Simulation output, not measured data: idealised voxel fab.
Process module in this document: voxel wiring stack
Cross-section cut: width 295 nm, square cells of 5 nm.
How to read a cross-section here: the picture is a grid of square cells, written as bands going from the top down, and any band can span one or more rows of cells. Heads up on the band format: heights come first, top then bottom, in nm. After that it's the materials left to right, each with its width in nm. A single material flagged "all across" fills the whole band edge to edge, and "air" means there's empty space there. For the purposes of this specification, 0 denotes the height below which the wafer in its as-received condition is composed wholly of one material, and the lowermost band, lacking a lower limit, extends downward without end, as expressed in "top 0, no bottom". Top row gets the first number, bottom row gets the second, and each row in between changes by the same step: that is how a band width like "30 to 40" works. Step note "same as before" = no cross-section cell changed. This entry, "Sealed internal cavities", enumerates those empty regions of no fewer than 8 cells that possess no open connection to the top. Each region is reported in the form width x height at distance, the distance being taken from the left edge, with all three quantities expressed in nm. The remark found on a step's line after its settings is issued by the simulator itself and pertains to that step. The setting "overlay nm" may be written on the line of a step. When the step uses a mask, the value reports how far to the right of the planned place the mask lay, and a negative value reports that it lay to the left. In what follows, pairs of cross-sections are presented, each taken before and after one process step, with the after cross-section shown only down to the lowest band that was altered; the step, together with its settings, is stated below the pair. The pairs may stem from different runs of this module on the same starting wafer; accordingly, a pair should be taken as continuing from the one above it solely where its entry headed "Before the step" indicates as much.
## Before the step
    top 145, bottom 140 | TiN: 60 | air: 20 | TiN: 30 | air: 20 | TiN: 30 | air: 20 | TiN: 30 | air: 20 | TiN: 65
    top 140, bottom 130 | SiO2: 55 | TiN: 5 | air: 20 | TiN: 5 | SiO2: 20 | TiN: 5 | air: 20 | TiN: 5 | SiO2: 20 | TiN: 5 | air: 20 | TiN: 5 | SiO2: 20 | TiN: 5 | air: 20 | TiN: 5 | SiO2: 60
    top 130, bottom 125 | SiO2: 55 | TiN: 5 | air: 5 | TiN: 20 | SiO2: 20 | TiN: 5 | air: 5 | TiN: 20 | SiO2: 20 | TiN: 5 | air: 5 | TiN: 20 | SiO2: 20 | TiN: 5 | air: 5 | TiN: 20 | SiO2: 60
    top 125, bottom 115 | SiO2: 55 | TiN: 5 | air: 5 | TiN: 5 | SiO2: 35 | TiN: 5 | air: 5 | TiN: 5 | SiO2: 35 | TiN: 5 | air: 5 | TiN: 5 | SiO2: 35 | TiN: 5 | air: 5 | TiN: 5 | SiO2: 75
    top 115, bottom 110 | SiCN: 55 | TiN: 15 | SiCN: 35 | TiN: 15 | SiCN: 35 | TiN: 15 | SiCN: 35 | TiN: 15 | SiCN: 75
    top 110, bottom 105 | lowk: 50 | SiCN: 5 | W: 15 | SiCN: 5 | lowk: 75 | SiCN: 5 | W: 15 | SiCN: 5 | lowk: 120
    top 105, bottom 100 | lowk: 50 | SiCN: 5 | W: 15 | SiCN: 20 | lowk: 10 | SiCN: 40 | lowk: 10 | SiCN: 5 | W: 15 | SiCN: 20 | lowk: 10 | SiCN: 40 | lowk: 55
    top 100, bottom 85 | lowk: 50 | SiCN: 5 | W: 30 | SiCN: 5 | lowk: 10 | SiCN: 5 | W: 30 | SiCN: 5 | lowk: 10 | SiCN: 5 | W: 30 | SiCN: 5 | lowk: 10 | SiCN: 5 | W: 30 | SiCN: 5 | lowk: 55
    top 85, bottom 80 | lowk: 50 | SiCN: 5 | TiN: 15 | W: 15 | SiCN: 5 | lowk: 10 | SiCN: 5 | W: 30 | SiCN: 5 | lowk: 10 | SiCN: 5 | TiN: 15 | W: 15 | SiCN: 5 | lowk: 10 | SiCN: 5 | W: 30 | SiCN: 5 | lowk: 55
    top 80, bottom 75 | lowk: 50 | SiCN: 5 | SiO2: 15 | W: 15 | SiCN: 5 | lowk: 10 | SiCN: 5 | W: 30 | SiCN: 5 | lowk: 10 | SiCN: 5 | SiO2: 15 | W: 15 | SiCN: 5 | lowk: 10 | SiCN: 5 | W: 30 | SiCN: 5 | lowk: 55
    top 75, bottom 70 | SiCN: 55 | SiO2: 15 | TiN: 15 | SiCN: 20 | TiN: 30 | SiCN: 20 | SiO2: 15 | TiN: 15 | SiCN: 20 | TiN: 30 | SiCN: 60
    top 70, bottom 65 | SiCN all across
    top 65, bottom 55 | lowk: 55 | TiN: 5 | Ru: 20 | TiN: 5 | lowk: 20 | TiN: 5 | Ru: 20 | TiN: 5 | lowk: 20 | TiN: 5 | Ru: 20 | TiN: 5 | lowk: 20 | TiN: 5 | Ru: 20 | TiN: 5 | lowk: 60
    top 55, bottom 50 | lowk: 55 | TiN: 5 | Ru: 5 | TiN: 20 | lowk: 20 | TiN: 5 | Ru: 5 | TiN: 20 | lowk: 20 | TiN: 5 | Ru: 5 | TiN: 20 | lowk: 20 | TiN: 5 | Ru: 5 | TiN: 20 | lowk: 60
    top 50, bottom 40 | lowk: 55 | TiN: 5 | Ru: 5 | TiN: 5 | lowk: 35 | TiN: 5 | Ru: 5 | TiN: 5 | lowk: 35 | TiN: 5 | Ru: 5 | TiN: 5 | lowk: 35 | TiN: 5 | Ru: 5 | TiN: 5 | lowk: 75
    top 40, bottom 35 | SiCN: 55 | TiN: 15 | SiCN: 35 | TiN: 15 | SiCN: 35 | TiN: 15 | SiCN: 35 | TiN: 15 | SiCN: 75
    top 35, bottom 15 | SiO2: 55 | Ru: 30 | SiO2: 20 | Ru: 30 | SiO2: 20 | Ru: 30 | SiO2: 20 | Ru: 30 | SiO2: 60
    top 15, bottom 10 | SiO2: 55 | TiN: 30 | SiO2: 20 | TiN: 30 | SiO2: 20 | TiN: 30 | SiO2: 20 | TiN: 30 | SiO2: 60
    top 10, bottom 0 | SiO2 all across
    top 0, no bottom | Si all across
    Sealed internal cavities: none
## Post-Step Geometry
    top 155, bottom 145 | Cu all across
    top 145, bottom 140 | TiN: 60 | Cu: 20 | TiN: 30 | Cu: 20 | TiN: 30 | Cu: 20 | TiN: 30 | Cu: 20 | TiN: 65
    top 140, bottom 130 | SiO2: 55 | TiN: 5 | Cu: 20 | TiN: 5 | SiO2: 20 | TiN: 5 | Cu: 20 | TiN: 5 | SiO2: 20 | TiN: 5 | Cu: 20 | TiN: 5 | SiO2: 20 | TiN: 5 | Cu: 20 | TiN: 5 | SiO2: 60
    top 130, bottom 125 | SiO2: 55 | TiN: 5 | Cu: 5 | TiN: 20 | SiO2: 20 | TiN: 5 | Cu: 5 | TiN: 20 | SiO2: 20 | TiN: 5 | Cu: 5 | TiN: 20 | SiO2: 20 | TiN: 5 | Cu: 5 | TiN: 20 | SiO2: 60
    top 125, bottom 115 | SiO2: 55 | TiN: 5 | Cu: 5 | TiN: 5 | SiO2: 35 | TiN: 5 | Cu: 5 | TiN: 5 | SiO2: 35 | TiN: 5 | Cu: 5 | TiN: 5 | SiO2: 35 | TiN: 5 | Cu: 5 | TiN: 5 | SiO2: 75
    Under 115: no change, same as before.
    Sealed internal cavities: none
Step between the cross-sections above: FILL_DEP,material Cu,thk nm 10
Before the step: For the state before this step, see the after cross-section of the pair located directly above.
## Post-Step Geometry
    top 140, bottom 130 | SiO2: 55 | TiN: 5 | Cu: 20 | TiN: 5 | SiO2: 20 | TiN: 5 | Cu: 20 | TiN: 5 | SiO2: 20 | TiN: 5 | Cu: 20 | TiN: 5 | SiO2: 20 | TiN: 5 | Cu: 20 | TiN: 5 | SiO2: 60
    Under 130: no change, same as before.
    Sealed internal cavities: none
Step between the cross-sections above: CMP,height nm 140
Before the step: For the state before this step, see the after cross-section of the pair located directly above.
## Post-Step Geometry
    top 145, bottom 140 | SiN all across
    Under 140: no change, same as before.
    Sealed internal cavities: none
Step between the cross-sections above: CONFORMAL_DEP,material SiN,thk nm 5
